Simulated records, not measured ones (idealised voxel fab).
process module | voxel ribs on slabs
cross-section cut | 245 nm wide | cells 5 nm
A cross-section is a grid of square cells, given in bands from the top down. A band is one or more rows of cells.
Each band's line starts with the height of the band's top and of its bottom, in nm. Then come its materials from left to right, each with its width in nm. One material with "throughout" fills the band from edge to edge. "air" is empty space.
Height 0 is the level under which the wafer as received is all one material. The lowest band goes on downwards, as in "0 down".
A width such as "30 to 40" changes by the same amount from each row of cells to the next, from the band's top row to its bottom row.
"no change" after a step means that no cell of the cross-section changed.
closed voids: empty space of 8 cells or more with no open way to the top, each as width x height at its distance from the left edge, in nm
after a step's settings: what the simulator itself notes on the step
overlay nm, on a step with a mask: how far to the right of its planned place the mask lay; to the left if negative
Each pair below shows a cross-section before one step and the cross-section after it, down to the lowest band that changed. The line under each pair gives the step between them, with its settings. The pairs can come from different runs of this module on the same starting wafer, so a pair continues from the pair above only where its "before" says so.
before
  0 down: Si throughout
  closed voids: none
after
  30 to 0: SiO2 throughout
  below 0: unchanged
  closed voids: none
the step between: op DIRECTIONAL_DEP | material SiO2 | thk nm 30
before: the cross-section after the pair above
after
  55 to 30: polySi throughout
  below 30: unchanged
  closed voids: none
the step between: op DIRECTIONAL_DEP | material polySi | thk nm 25
before: the cross-section after the pair above
after
  55 to 45: air 105 | polySi 30 | air 110
  below 45: unchanged
  closed voids: none
the step between: op MASKED_ETCH | tone cover | mask id RIB | width nm 30 | etch materials polySi | depth nm 10 | overlay nm 0
before: the cross-section after the pair above
after
  55 to 45: air 105 | polySi 30 | air 110
  45 to 30: air 85 | polySi 70 | air 90
  below 30: unchanged
  closed voids: none
the step between: op MASKED_ETCH | tone cover | mask id SLAB | width nm 70 | etch materials polySi | depth nm 15 | overlay nm 0
before: the cross-section after the pair above
after
  75 to 55: SiO2 throughout
  55 to 45: SiO2 105 | polySi 30 | SiO2 110
  45 to 30: SiO2 85 | polySi 70 | SiO2 90
  below 30: unchanged
  closed voids: none
the step between: op FILL_DEP | material SiO2 | thk nm 20
before: the cross-section after the pair above
after
  70 to 55: SiO2 throughout
  below 55: unchanged
  closed voids: none
the step between: op CMP | height nm 70
before: the cross-section after the pair above
after
  75 to 70: TiN throughout
  below 70: unchanged
  closed voids: none
the step between: op DIRECTIONAL_DEP | material TiN | thk nm 5
before: the cross-section after the pair above
after
  90 to 75: aC throughout
  below 75: unchanged
  closed voids: none
the step between: op DIRECTIONAL_DEP | material aC | thk nm 15
before: the cross-section after the pair above
after
  120 to 90: air 100 | resist 40 | air 105
  below 90: unchanged
  closed voids: none
the step between: op PATTERN | tone cover | mask id HEATER | material resist | width nm 40 | thk nm 30 | overlay nm 0
before: the cross-section after the pair above
after
  105 to 90: air 100 | resist 40 | air 105
  90 to 75: air 100 | aC 40 | air 105
  below 75: unchanged
  closed voids: none
the step between: op DIRECTIONAL_ETCH | etch materials aC | depth nm 15
before: the cross-section after the pair above
after
  90 to 75: air 100 | aC 40 | air 105
  below 75: unchanged
  closed voids: none
the step between: op STRIP | etch materials resist
before: the cross-section after the pair above
after
  90 to 75: air 100 | aC 40 | air 105
  75 to 70: air 100 | TiN 40 | air 105
  below 70: unchanged
  closed voids: none
the step between: op DIRECTIONAL_ETCH | etch materials TiN | depth nm 5
before: the cross-section after the pair above
after
  75 to 70: air 100 | TiN 40 | air 105
  below 70: unchanged
  closed voids: none
the step between: op STRIP | etch materials aC
before: the cross-section after the pair above
after
  85 to 80: air 90 | SiO2 60 | air 95
  80 to 75: SiO2 throughout
  75 to 70: SiO2 100 | TiN 40 | SiO2 105
  below 70: unchanged
  closed voids: none
the step between: op CONFORMAL_DEP | material SiO2 | thk nm 10
before
  30 to 0: SiO2 throughout
  0 down: Si throughout
  closed voids: none
after
  60 to 0: SiO2 throughout
  below 0: unchanged
  closed voids: none
the step between: op DIRECTIONAL_DEP | material SiO2 | thk nm 30
before: the cross-section after the pair above
after
  85 to 60: polySi throughout
  below 60: unchanged
  closed voids: none
the step between: op DIRECTIONAL_DEP | material polySi | thk nm 25
before: the cross-section after the pair above
after
  85 to 75: air 105 | polySi 30 | air 110
  below 75: unchanged
  closed voids: none
the step between: op MASKED_ETCH | tone cover | mask id RIB | width nm 30 | etch materials polySi | depth nm 10 | overlay nm 0
before: the cross-section after the pair above
after
  85 to 75: air 105 | polySi 30 | air 110
  75 to 60: air 85 | polySi 70 | air 90
  below 60: unchanged
  closed voids: none
the step between: op MASKED_ETCH | tone cover | mask id SLAB | width nm 70 | etch materials polySi | depth nm 15 | overlay nm 0
before: the cross-section after the pair above
after
  105 to 85: SiO2 throughout
  85 to 75: SiO2 105 | polySi 30 | SiO2 110
  75 to 60: SiO2 85 | polySi 70 | SiO2 90
  below 60: unchanged
  closed voids: none
the step between: op FILL_DEP | material SiO2 | thk nm 20
before: the cross-section after the pair above
after
  70 to 60: SiO2 85 | polySi 70 | SiO2 90
  below 60: unchanged
  closed voids: none
the step between: op CMP | height nm 70
before: the cross-section after the pair above
after
  75 to 70: TiN throughout
  below 70: unchanged
  closed voids: none
the step between: op DIRECTIONAL_DEP | material TiN | thk nm 5
before: the cross-section after the pair above
after
  90 to 75: aC throughout
  below 75: unchanged
  closed voids: none
the step between: op DIRECTIONAL_DEP | material aC | thk nm 15
before: the cross-section after the pair above
after
  120 to 90: air 100 | resist 40 | air 105
  below 90: unchanged
  closed voids: none
the step between: op PATTERN | tone cover | mask id HEATER | material resist | width nm 40 | thk nm 30 | overlay nm 0
before: the cross-section after the pair above
after
  105 to 90: air 100 | resist 40 | air 105
  90 to 75: air 100 | aC 40 | air 105
  below 75: unchanged
  closed voids: none
the step between: op DIRECTIONAL_ETCH | etch materials aC | depth nm 15
before: the cross-section after the pair above
after
  90 to 75: air 100 | aC 40 | air 105
  below 75: unchanged
  closed voids: none
the step between: op STRIP | etch materials resist
before: the cross-section after the pair above
after
  90 to 75: air 100 | aC 40 | air 105
  75 to 70: air 100 | TiN 40 | air 105
  below 70: unchanged
  closed voids: none
the step between: op DIRECTIONAL_ETCH | etch materials TiN | depth nm 5
before: the cross-section after the pair above
after
  75 to 70: air 100 | TiN 40 | air 105
  below 70: unchanged
  closed voids: none
the step between: op STRIP | etch materials aC
before: the cross-section after the pair above
after
  85 to 80: air 90 | SiO2 60 | air 95
  80 to 75: SiO2 throughout
  75 to 70: SiO2 100 | TiN 40 | SiO2 105
  below 70: unchanged
  closed voids: none
the step between: op CONFORMAL_DEP | material SiO2 | thk nm 10
before
  0 down: Si throughout
  closed voids: none
after
  25 to 0: polySi throughout
  below 0: unchanged
  closed voids: none
the step between: op DIRECTIONAL_DEP | material polySi | thk nm 25
before: the cross-section after the pair above
after
  55 to 25: SiO2 throughout
  below 25: unchanged
  closed voids: none
the step between: op DIRECTIONAL_DEP | material SiO2 | thk nm 30
before: the cross-section after the pair above
after
  75 to 25: SiO2 throughout
  below 25: unchanged
  closed voids: none
the step between: op FILL_DEP | material SiO2 | thk nm 20
before: the cross-section after the pair above
after
  70 to 25: SiO2 throughout
  below 25: unchanged
  closed voids: none
the step between: op CMP | height nm 70
before: the cross-section after the pair above
after
  75 to 70: TiN throughout
  below 70: unchanged
  closed voids: none
the step between: op DIRECTIONAL_DEP | material TiN | thk nm 5
before: the cross-section after the pair above
after
  90 to 75: aC throughout
  below 75: unchanged
  closed voids: none
the step between: op DIRECTIONAL_DEP | material aC | thk nm 15
before: the cross-section after the pair above
after
  120 to 90: air 100 | resist 40 | air 105
  below 90: unchanged
  closed voids: none
the step between: op PATTERN | tone cover | mask id HEATER | material resist | width nm 40 | thk nm 30 | overlay nm 0
before: the cross-section after the pair above
after
  105 to 90: air 100 | resist 40 | air 105
  90 to 75: air 100 | aC 40 | air 105
  below 75: unchanged
  closed voids: none
the step between: op DIRECTIONAL_ETCH | etch materials aC | depth nm 15
before: the cross-section after the pair above
after
  90 to 75: air 100 | aC 40 | air 105
  below 75: unchanged
  closed voids: none
the step between: op STRIP | etch materials resist
before: the cross-section after the pair above
after
  90 to 75: air 100 | aC 40 | air 105
  75 to 70: air 100 | TiN 40 | air 105
  below 70: unchanged
  closed voids: none
the step between: op DIRECTIONAL_ETCH | etch materials TiN | depth nm 5
before: the cross-section after the pair above
after
  75 to 70: air 100 | TiN 40 | air 105
  below 70: unchanged
  closed voids: none
the step between: op STRIP | etch materials aC
before: the cross-section after the pair above
after
  85 to 80: air 90 | SiO2 60 | air 95
  80 to 75: SiO2 throughout
  75 to 70: SiO2 100 | TiN 40 | SiO2 105
  below 70: unchanged
  closed voids: none
the step between: op CONFORMAL_DEP | material SiO2 | thk nm 10
before
  30 to 0: SiO2 throughout
  0 down: Si throughout
  closed voids: none
after
  65 to 30: polySi throughout
  below 30: unchanged
  closed voids: none
the step between: op DIRECTIONAL_DEP | material polySi | thk nm 35
before: the cross-section after the pair above
after
  65 to 55: air 105 | polySi 30 | air 110
  below 55: unchanged
  closed voids: none
the step between: op MASKED_ETCH | tone cover | mask id RIB | width nm 30 | etch materials polySi | depth nm 10 | overlay nm 0
before: the cross-section after the pair above
after
  65 to 55: air 105 | polySi 30 | air 110
  55 to 40: air 85 | polySi 70 | air 90
  below 40: unchanged
  closed voids: none
the step between: op MASKED_ETCH | tone cover | mask id SLAB | width nm 70 | etch materials polySi | depth nm 15 | overlay nm 0
before: the cross-section after the pair above
after
  85 to 65: SiO2 throughout
  65 to 55: SiO2 105 | polySi 30 | SiO2 110
  55 to 40: SiO2 85 | polySi 70 | SiO2 90
  below 40: unchanged
  closed voids: none
the step between: op FILL_DEP | material SiO2 | thk nm 20
before: the cross-section after the pair above
after
  70 to 65: SiO2 throughout
  below 65: unchanged
  closed voids: none
the step between: op CMP | height nm 70
before: the cross-section after the pair above
after
  75 to 70: TiN throughout
  below 70: unchanged
  closed voids: none
the step between: op DIRECTIONAL_DEP | material TiN | thk nm 5
before: the cross-section after the pair above
after
  90 to 75: aC throughout
  below 75: unchanged
  closed voids: none
the step between: op DIRECTIONAL_DEP | material aC | thk nm 15
before: the cross-section after the pair above
after
  120 to 90: air 100 | resist 40 | air 105
  below 90: unchanged
  closed voids: none
the step between: op PATTERN | tone cover | mask id HEATER | material resist | width nm 40 | thk nm 30 | overlay nm 0
before: the cross-section after the pair above
after
  105 to 90: air 100 | resist 40 | air 105
  90 to 75: air 100 | aC 40 | air 105
  below 75: unchanged
  closed voids: none
the step between: op DIRECTIONAL_ETCH | etch materials aC | depth nm 15
before: the cross-section after the pair above
after
  90 to 75: air 100 | aC 40 | air 105
  below 75: unchanged
  closed voids: none
the step between: op STRIP | etch materials resist
before: the cross-section after the pair above
after
  90 to 75: air 100 | aC 40 | air 105
  75 to 70: air 100 | TiN 40 | air 105
  below 70: unchanged
  closed voids: none
the step between: op DIRECTIONAL_ETCH | etch materials TiN | depth nm 5
before: the cross-section after the pair above
after
  75 to 70: air 100 | TiN 40 | air 105
  below 70: unchanged
  closed voids: none
the step between: op STRIP | etch materials aC
before: the cross-section after the pair above
after
  85 to 80: air 90 | SiO2 60 | air 95
  80 to 75: SiO2 throughout
  75 to 70: SiO2 100 | TiN 40 | SiO2 105
  below 70: unchanged
  closed voids: none
the step between: op CONFORMAL_DEP | material SiO2 | thk nm 10
before
  55 to 45: air 105 | polySi 30 | air 110
  45 to 30: polySi throughout
  30 to 0: SiO2 throughout
  0 down: Si throughout
  closed voids: none
after
  55 to 45: air 105 | polySi 30 | air 110
  45 to 30: air 85 | polySi 75 | air 85
  below 30: unchanged
  closed voids: none
the step between: op MASKED_ETCH | tone cover | mask id SLAB | width nm 75 | etch materials polySi | depth nm 15 | overlay nm 0
before: the cross-section after the pair above
after
  75 to 55: SiO2 throughout
  55 to 45: SiO2 105 | polySi 30 | SiO2 110
  45 to 30: SiO2 85 | polySi 75 | SiO2 85
  below 30: unchanged
  closed voids: none
the step between: op FILL_DEP | material SiO2 | thk nm 20
before: the cross-section after the pair above
after
  70 to 55: SiO2 throughout
  below 55: unchanged
  closed voids: none
the step between: op CMP | height nm 70
before: the cross-section after the pair above
after
  75 to 70: TiN throughout
  below 70: unchanged
  closed voids: none
the step between: op DIRECTIONAL_DEP | material TiN | thk nm 5
before: the cross-section after the pair above
after
  90 to 75: aC throughout
  below 75: unchanged
  closed voids: none
the step between: op DIRECTIONAL_DEP | material aC | thk nm 15
before: the cross-section after the pair above
after
  120 to 90: air 100 | resist 40 | air 105
  below 90: unchanged
  closed voids: none
the step between: op PATTERN | tone cover | mask id HEATER | material resist | width nm 40 | thk nm 30 | overlay nm 0
before: the cross-section after the pair above
after
  105 to 90: air 100 | resist 40 | air 105
  90 to 75: air 100 | aC 40 | air 105
  below 75: unchanged
  closed voids: none
the step between: op DIRECTIONAL_ETCH | etch materials aC | depth nm 15
before: the cross-section after the pair above
after
  90 to 75: air 100 | aC 40 | air 105
  below 75: unchanged
  closed voids: none
the step between: op STRIP | etch materials resist
before: the cross-section after the pair above
after
  90 to 75: air 100 | aC 40 | air 105
  75 to 70: air 100 | TiN 40 | air 105
  below 70: unchanged
  closed voids: none
the step between: op DIRECTIONAL_ETCH | etch materials TiN | depth nm 5
before: the cross-section after the pair above
after
  75 to 70: air 100 | TiN 40 | air 105
  below 70: unchanged
  closed voids: none
the step between: op STRIP | etch materials aC
before: the cross-section after the pair above
after
  85 to 80: air 90 | SiO2 60 | air 95
  80 to 75: SiO2 throughout
  75 to 70: SiO2 100 | TiN 40 | SiO2 105
  below 70: unchanged
  closed voids: none
the step between: op CONFORMAL_DEP | material SiO2 | thk nm 10
before
  90 to 75: aC throughout
  75 to 70: TiN throughout
  70 to 55: SiO2 throughout
  55 to 45: SiO2 105 | polySi 30 | SiO2 110
  45 to 30: SiO2 85 | polySi 70 | SiO2 90
  30 to 0: SiO2 throughout
  0 down: Si throughout
  closed voids: none
after
  120 to 90: air 110 | resist 40 | air 95
  below 90: unchanged
  closed voids: none
the step between: op PATTERN | tone cover | mask id HEATER | material resist | width nm 40 | thk nm 30 | overlay nm 10
before: the cross-section after the pair above
after
  105 to 90: air 110 | resist 40 | air 95
  90 to 75: air 110 | aC 40 | air 95
  below 75: unchanged
  closed voids: none
the step between: op DIRECTIONAL_ETCH | etch materials aC | depth nm 15
before: the cross-section after the pair above
after
  90 to 75: air 110 | aC 40 | air 95
  below 75: unchanged
  closed voids: none
the step between: op STRIP | etch materials resist
before: the cross-section after the pair above
after
  90 to 75: air 110 | aC 40 | air 95
  75 to 70: air 110 | TiN 40 | air 95
  below 70: unchanged
  closed voids: none
the step between: op DIRECTIONAL_ETCH | etch materials TiN | depth nm 5
before: the cross-section after the pair above
after
  75 to 70: air 110 | TiN 40 | air 95
  below 70: unchanged
  closed voids: none
the step between: op STRIP | etch materials aC
before: the cross-section after the pair above
after
  85 to 80: air 100 | SiO2 60 | air 85
  80 to 75: SiO2 throughout
  75 to 70: SiO2 110 | TiN 40 | SiO2 95
  below 70: unchanged
  closed voids: none
the step between: op CONFORMAL_DEP | material SiO2 | thk nm 10
before
  0 down: Si throughout
  closed voids: none
after
  30 to 0: aC throughout
  below 0: unchanged
  closed voids: none
the step between: op DIRECTIONAL_DEP | material aC | thk nm 30
before: the cross-section after the pair above
after
  55 to 30: polySi throughout
  below 30: unchanged
  closed voids: none
the step between: op DIRECTIONAL_DEP | material polySi | thk nm 25
before: the cross-section after the pair above
after
  55 to 45: air 105 | polySi 30 | air 110
  below 45: unchanged
  closed voids: none
the step between: op MASKED_ETCH | tone cover | mask id RIB | width nm 30 | etch materials polySi | depth nm 10 | overlay nm 0
before: the cross-section after the pair above
after
  55 to 45: air 105 | polySi 30 | air 110
  45 to 30: air 85 | polySi 70 | air 90
  below 30: unchanged
  closed voids: none
the step between: op MASKED_ETCH | tone cover | mask id SLAB | width nm 70 | etch materials polySi | depth nm 15 | overlay nm 0
before: the cross-section after the pair above
after
  75 to 55: SiO2 throughout
  55 to 45: SiO2 105 | polySi 30 | SiO2 110
  45 to 30: SiO2 85 | polySi 70 | SiO2 90
  below 30: unchanged
  closed voids: none
the step between: op FILL_DEP | material SiO2 | thk nm 20
before: the cross-section after the pair above
after
  70 to 55: SiO2 throughout
  below 55: unchanged
  closed voids: none
the step between: op CMP | height nm 70
before: the cross-section after the pair above
after
  75 to 70: TiN throughout
  below 70: unchanged
  closed voids: none
the step between: op DIRECTIONAL_DEP | material TiN | thk nm 5
before: the cross-section after the pair above
after
  90 to 75: aC throughout
  below 75: unchanged
  closed voids: none
the step between: op DIRECTIONAL_DEP | material aC | thk nm 15
before: the cross-section after the pair above
after
  120 to 90: air 100 | resist 40 | air 105
  below 90: unchanged
  closed voids: none
the step between: op PATTERN | tone cover | mask id HEATER | material resist | width nm 40 | thk nm 30 | overlay nm 0
before: the cross-section after the pair above
after
  105 to 90: air 100 | resist 40 | air 105
  90 to 75: air 100 | aC 40 | air 105
  below 75: unchanged
  closed voids: none
the step between: op DIRECTIONAL_ETCH | etch materials aC | depth nm 15
before: the cross-section after the pair above
after
  90 to 75: air 100 | aC 40 | air 105
  below 75: unchanged
  closed voids: none
the step between: op STRIP | etch materials resist
before: the cross-section after the pair above
after
  90 to 75: air 100 | aC 40 | air 105
  75 to 70: air 100 | TiN 40 | air 105
  below 70: unchanged
  closed voids: none
the step between: op DIRECTIONAL_ETCH | etch materials TiN | depth nm 5
before: the cross-section after the pair above
after
  75 to 70: air 100 | TiN 40 | air 105
  below 70: unchanged
  closed voids: none
the step between: op STRIP | etch materials aC
before: the cross-section after the pair above
after
  85 to 80: air 90 | SiO2 60 | air 95
  80 to 75: SiO2 throughout
  75 to 70: SiO2 100 | TiN 40 | SiO2 105
  below 70: unchanged
  closed voids: none
the step between: op CONFORMAL_DEP | material SiO2 | thk nm 10
before
  55 to 30: polySi throughout
  30 to 0: SiO2 throughout
  0 down: Si throughout
  closed voids: none
after
  55 to 45: polySi 105 | air 30 | polySi 110
  below 45: unchanged
  closed voids: none
the step between: op MASKED_ETCH | tone open | mask id RIB | width nm 30 | etch materials polySi | depth nm 10 | overlay nm 0
before: the cross-section after the pair above
after
  55 to 45: air 85 | polySi 20 | air 30 | polySi 20 | air 90
  45 to 40: air 85 | polySi 70 | air 90
  below 40: unchanged
  closed voids: none
the step between: op MASKED_ETCH | tone cover | mask id SLAB | width nm 70 | etch materials polySi | depth nm 15 | overlay nm 0
before: the cross-section after the pair above
after
  75 to 55: SiO2 throughout
  55 to 45: SiO2 85 | polySi 20 | SiO2 30 | polySi 20 | SiO2 90
  45 to 40: SiO2 85 | polySi 70 | SiO2 90
  below 40: unchanged
  closed voids: none
the step between: op FILL_DEP | material SiO2 | thk nm 20
before: the cross-section after the pair above
after
  70 to 55: SiO2 throughout
  below 55: unchanged
  closed voids: none
the step between: op CMP | height nm 70
before: the cross-section after the pair above
after
  75 to 70: TiN throughout
  below 70: unchanged
  closed voids: none
the step between: op DIRECTIONAL_DEP | material TiN | thk nm 5
before: the cross-section after the pair above
after
  90 to 75: aC throughout
  below 75: unchanged
  closed voids: none
the step between: op DIRECTIONAL_DEP | material aC | thk nm 15
before: the cross-section after the pair above
after
  120 to 90: air 100 | resist 40 | air 105
  below 90: unchanged
  closed voids: none
the step between: op PATTERN | tone cover | mask id HEATER | material resist | width nm 40 | thk nm 30 | overlay nm 0
before: the cross-section after the pair above
after
  105 to 90: air 100 | resist 40 | air 105
  90 to 75: air 100 | aC 40 | air 105
  below 75: unchanged
  closed voids: none
the step between: op DIRECTIONAL_ETCH | etch materials aC | depth nm 15
before: the cross-section after the pair above
after
  90 to 75: air 100 | aC 40 | air 105
  below 75: unchanged
  closed voids: none
the step between: op STRIP | etch materials resist
before: the cross-section after the pair above
after
  90 to 75: air 100 | aC 40 | air 105
  75 to 70: air 100 | TiN 40 | air 105
  below 70: unchanged
  closed voids: none
the step between: op DIRECTIONAL_ETCH | etch materials TiN | depth nm 5
before: the cross-section after the pair above
after
  75 to 70: air 100 | TiN 40 | air 105
  below 70: unchanged
  closed voids: none
the step between: op STRIP | etch materials aC
before: the cross-section after the pair above
after
  85 to 80: air 90 | SiO2 60 | air 95
  80 to 75: SiO2 throughout
  75 to 70: SiO2 100 | TiN 40 | SiO2 105
  below 70: unchanged
  closed voids: none
the step between: op CONFORMAL_DEP | material SiO2 | thk nm 10
